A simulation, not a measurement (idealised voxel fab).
process module | voxel spacer lines
cross-section cut | 295 nm wide | cells 5 nm
A cross-section is a grid of square cells, given in bands from the top down. A band is one or more rows of cells.
Each band's line starts with the height of the band's top and of its bottom, in nm. Then come its materials from left to right, each with its width in nm. One material with "throughout" fills the band from edge to edge. "air" is empty space.
Height 0 is the level under which the wafer as received is all one material. The lowest band goes on downwards, as in "0 down".
A width such as "30 to 40" changes by the same amount from each row of cells to the next, from the band's top row to its bottom row.
"no change" after a step means that no cell of the cross-section changed.
closed voids: empty space of 8 cells or more with no open way to the top, each as width x height at its distance from the left edge, in nm
after a step's settings: what the simulator itself notes on the step
overlay nm, on a step with a mask: how far to the right of its planned place the mask lay; to the left if negative
plan
1 op RECEIVE | material Si
2 op CONFORMAL_DEP | material Al2O3 | thk nm 5
3 op DIRECTIONAL_DEP | material SiN | thk nm 15
4 op DIRECTIONAL_DEP | material aC | thk nm 20
5 op PATTERN | tone cover | mask id MANDREL | material resist | width nm 15 | pitch nm 60 | thk nm 25 | overlay nm 0
6 op DIRECTIONAL_ETCH | etch materials aC | depth nm 20
7 op STRIP | etch materials resist
8 op CONFORMAL_DEP | material SiO2 | thk nm 15
9 op DIRECTIONAL_ETCH | etch materials SiO2 | depth nm 15
10 op STRIP | etch materials aC
11 op DIRECTIONAL_ETCH | etch materials SiN | depth nm 15
12 op STRIP | etch materials SiO2
13 op FILL_DEP | material SiO2 | thk nm 10
14 op CMP | height nm 20
as received, after step 1
  0 down: Si throughout
  closed voids: none
first wafer at the end, as planned
  20 to 5: SiO2 95 | SiN 15 | SiO2 15 | SiN 15 | SiO2 15 | SiN 15 | SiO2 15 | SiN 15 | SiO2 95
  5 to 0: Al2O3 throughout
  0 down: Si throughout
  closed voids: none
second wafer at the end: like start, like plan, one mistake
  20 to 5: SiO2 105 | SiN 15 | SiO2 15 | SiN 15 | SiO2 15 | SiN 15 | SiO2 15 | SiN 15 | SiO2 85
  5 to 0: Al2O3 throughout
  0 down: Si throughout
  closed voids: none
what went wrong: step 5 ran as: op PATTERN | tone cover | mask id MANDREL | material resist | width nm 15 | pitch nm 60 | thk nm 25 | overlay nm 10
at the end the second wafer has, in cells: as many of each material as the first, in other places
